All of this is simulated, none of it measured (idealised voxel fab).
process module | voxel spacer lines
cross-section cut | 240 nm wide | cells 5 nm
A cross-section is a grid of square cells, given in bands from the top down. A band is one or more rows of cells.
Each band's line starts with the height of the band's top and of its bottom, in nm. Then come its materials from left to right, each with its width in nm. One material with "throughout" fills the band from edge to edge. "air" is empty space.
Height 0 is the level under which the wafer as received is all one material. The lowest band goes on downwards, as in "0 down".
A width such as "30 to 40" changes by the same amount from each row of cells to the next, from the band's top row to its bottom row.
"no change" after a step means that no cell of the cross-section changed.
closed voids: empty space of 8 cells or more with no open way to the top, each as width x height at its distance from the left edge, in nm
after a step's settings: what the simulator itself notes on the step
overlay nm, on a step with a mask: how far to the right of its planned place the mask lay; to the left if negative
plan
1 op RECEIVE | material Si
2 op CONFORMAL_DEP | material Al2O3 | thk nm 10
3 op DIRECTIONAL_DEP | material polySi | thk nm 20
4 op DIRECTIONAL_DEP | material aC | thk nm 30
5 op PATTERN | tone cover | mask id MANDREL | material resist | width nm 20 | pitch nm 60 | thk nm 40 | overlay nm 0
6 op DIRECTIONAL_ETCH | etch materials aC | depth nm 30
7 op STRIP | etch materials resist
8 op CONFORMAL_DEP | material SiO2 | thk nm 10
9 op DIRECTIONAL_ETCH | etch materials SiO2 | depth nm 10
10 op STRIP | etch materials aC
11 op DIRECTIONAL_ETCH | etch materials polySi | depth nm 10
12 op STRIP | etch materials SiO2
varied across the wafers: depth nm of step 11. The plan shows the first wafer's value. All wafers start alike
first wafer as received, after step 1
  0 down: Si throughout
  closed voids: none
first wafer at the end, after step 12
  30 to 20: air 40 | polySi 10 | air 20 | polySi 10 | air 20 | polySi 10 | air 20 | polySi 10 | air 20 | polySi 10 | air 20 | polySi 10 | air 40
  20 to 10: polySi throughout
  10 to 0: Al2O3 throughout
  0 down: Si throughout
  closed voids: none
last wafer at the end
  30 to 10: air 40 | polySi 10 | air 20 | polySi 10 | air 20 | polySi 10 | air 20 | polySi 10 | air 20 | polySi 10 | air 20 | polySi 10 | air 40
  10 to 0: Al2O3 throughout
  0 down: Si throughout
  closed voids: none
each wafer at the end: cells of each material gained (+) or lost (-) since it was received, then its closed voids
depth nm 10 | +96 Al2O3 | +120 polySi | closed voids: none
depth nm 15 | +96 Al2O3 | +84 polySi | closed voids: none
depth nm 20 | +96 Al2O3 | +48 polySi | closed voids: none
depth nm 25 | +96 Al2O3 | +48 polySi | closed voids: none
depth nm 30 | +96 Al2O3 | +48 polySi | closed voids: none
depth nm 35 | +96 Al2O3 | +48 polySi | closed voids: none
